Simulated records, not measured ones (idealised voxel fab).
The process module presented herein is designated voxel plated lines.
225 nm wide, 5 nm square cells: that's cross-section cut.
For the purposes of this document, a cross-section shall be understood as a grid of square cells, specified as bands listed in top-to-bottom order, each band consisting of one or more rows of cells.
Each band's line starts with the height of the band's top and of its bottom, in nm. Then come its materials from left to right, each with its width in nm. One material with "throughout" fills the band from edge to edge. "blank" is empty space.
Height is counted from the level 0, under which the received wafer is composed throughout of one material. The lowest of the bands is not closed at the bottom but continues downward, in the notation "0..down".
A two-number width, for instance "30..40", indicates that the width is equal to the first number in the top row of the band and to the second number in the bottom row, and that it changes by a constant amount per row of cells.
You'll sometimes find "changes: none" written for a step, and that's the way of saying that nowhere in the cross-section did a cell change during that step.
This entry, "Tabulated closed voids", enumerates those empty regions of no fewer than 8 cells that possess no open connection to the top. Each region is reported in the form width x height at distance, the distance being taken from the left edge, with all three quantities expressed in nm.
Past the settings on a step's line: simulator remark, on that step.
overlay nm: right-of-plan distance of the mask on a masked step; negative values mean left-of-plan.
THE PROCESS STEPS THAT WERE PLANNED ARE LISTED BELOW
1,RECEIVE with material Si
2,CONFORMAL_DEP with material SiO2, thk nm 10
3,DIRECTIONAL_DEP with material TiN, thk nm 5
4,PATTERN with tone open, mask id LINES, material resist, width nm 15, pitch nm 35, thk nm 20, overlay nm 0
5,EPI with material Ru, thk nm 5
6,STRIP with etch materials resist
7,DIRECTIONAL_ETCH with etch materials TiN, depth nm 5
8,CONFORMAL_DEP with material SiO2, thk nm 10
CROSS-SECTION OF THE WAFER UPON ARRIVAL, REPRESENTING THE STATE REACHED AFTER STEP 1
    0..down = Si throughout
    Tabulated closed voids: none
CROSS-SECTION, FIRST OF TWO WAFERS, END OF MODULE, RUN AS PLANNED
    30..20 = blank=40, then SiO2=140, then blank=45
    20..15 = SiO2=50, then Ru=15, then SiO2=20, then Ru=15, then SiO2=20, then Ru=15, then SiO2=20, then Ru=15, then SiO2=55
    15..10 = SiO2=50, then TiN=15, then SiO2=20, then TiN=15, then SiO2=20, then TiN=15, then SiO2=20, then TiN=15, then SiO2=55
    10..0 = SiO2 throughout
    0..down = Si throughout
    Tabulated closed voids: none
MODULE END: CROSS-SECTION OF WAFER TWO OF TWO. SAME START AND PROCESS PLAN AS THE FIRST WAFER. ONE MISTAKE DURING EXECUTION
    30..20 = blank=40, then SiO2=145, then blank=40
    20..15 = SiO2=50, then Ru=20, then SiO2=15, then Ru=20, then SiO2=15, then Ru=20, then SiO2=15, then Ru=20, then SiO2=50
    15..10 = SiO2=50, then TiN=20, then SiO2=15, then TiN=20, then SiO2=15, then TiN=20, then SiO2=15, then TiN=20, then SiO2=50
    10..0 = SiO2 throughout
    0..down = Si throughout
    Tabulated closed voids: none
Misprocessing identified: step 4 went in with a setting other than planned; the actual run was PATTERN with tone open, mask id LINES, material resist, width nm 20, pitch nm 35, thk nm 20, overlay nm 0
The second wafer ends with more or fewer cells of some materials than the first, per final count: Ru +4, SiO2 -6, TiN +4
